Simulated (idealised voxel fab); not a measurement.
Herein follows the process module entitled voxel lift off.
In the cross-section labelled cut, the width is 180 nm and each square cell is 5 nm.
For the purposes of this document, a cross-section shall be understood as a grid of square cells, specified as bands listed in top-to-bottom order, each band consisting of one or more rows of cells. Each band's line starts with the height of the band's top and of its bottom, in nm. Then come its materials from left to right, each with its width in nm. One material with "all across" fills the band from edge to edge. "air" is empty space. Heights from 0 (as-received wafer is one material below). Bottom band endless downward, as "0 -> down". When a width is written as two numbers, as in "30..40", the first number is the width in the top row of cells of the band and the second is the width in its bottom row, and the width changes by the same amount from each row to the next. Step marked "no alteration"? Then no cell in the cross-section changed in it. Entry "Encapsulated voids". Content: empty spaces with no open connection to the top, size 8 cells or greater. Each: width x height at distance. Distance: from left edge. Unit: nm. Text after the settings on a step's line: the simulator's own remark on that step. For masked steps, "overlay nm" on the step line gives how far right of plan the mask actually lay; a minus sign means it lay to the left.
## So here's the lineup of process steps we planned
1 RECEIVE | material Si
2 CONFORMAL_DEP | material Al2O3 | thk nm 15
3 PATTERN | tone open | mask id LINES | material resist | width nm 25 | pitch nm 50 | thk nm 25 | overlay nm 0
4 DIRECTIONAL_DEP | material Ru | thk nm 10
5 STRIP | etch materials resist
6 CONFORMAL_DEP | material SiN | thk nm 5
## First wafer of two (run as planned)
## Cross-section of the incoming wafer, state after step 1
	0 -> down  Si all across
	Encapsulated voids: none
## How the wafer stands in section after step 2
	15 -> 0  Al2O3 all across
	No changes below 0.
## How the wafer stands in section after step 3
	40 -> 15  resist=50; air=25; resist=25; air=25; resist=55
	No changes below 15.
## How the wafer stands in section after step 4
	50 -> 40  Ru=50; air=25; Ru=25; air=25; Ru=55
	40 -> 25  resist=50; air=25; resist=25; air=25; resist=55
	25 -> 15  resist=50; Ru=25; resist=25; Ru=25; resist=55
	No changes below 15.
## How the wafer stands in section after step 5
	25 -> 15  air=50; Ru=25; air=25; Ru=25; air=55
	No changes below 15.
## How the wafer stands in section after step 6
	30 -> 25  air=45; SiN=35; air=15; SiN=35; air=50
	25 -> 20  air=45; SiN=5; Ru=25; SiN=5; air=15; SiN=5; Ru=25; SiN=5; air=50
	20 -> 15  SiN=50; Ru=25; SiN=25; Ru=25; SiN=55
	No changes below 15.
## The second wafer began exactly as the first did and followed the same plan, but one mistake was made while running it; through step 2 inclusive, the two wafers are identical
## Cross-section: second wafer, time at which step 3 was scheduled to end
	40 -> 15  resist=55; air=15; resist=35; air=15; resist=60
	No changes below 15.
## Cross-section: second wafer, time at which step 4 was scheduled to end
	50 -> 40  Ru=55; air=15; Ru=35; air=15; Ru=60
	40 -> 25  resist=55; air=15; resist=35; air=15; resist=60
	25 -> 15  resist=55; Ru=15; resist=35; Ru=15; resist=60
	No changes below 15.
## Cross-section: second wafer, time at which step 5 was scheduled to end
	25 -> 15  air=55; Ru=15; air=35; Ru=15; air=60
	No changes below 15.
## Cross-section: second wafer, time at which step 6 was scheduled to end
	30 -> 25  air=50; SiN=25; air=25; SiN=25; air=55
	25 -> 20  air=50; SiN=5; Ru=15; SiN=5; air=25; SiN=5; Ru=15; SiN=5; air=55
	20 -> 15  SiN=55; Ru=15; SiN=35; Ru=15; SiN=60
	No changes below 15.
Deviation from plan: contrary to plan, step 3 was performed as PATTERN | tone open | mask id LINES | material resist | width nm 15 | pitch nm 50 | thk nm 25 | overlay nm 0
Materials where the second wafer ends with more or fewer cells than the first: Ru -8
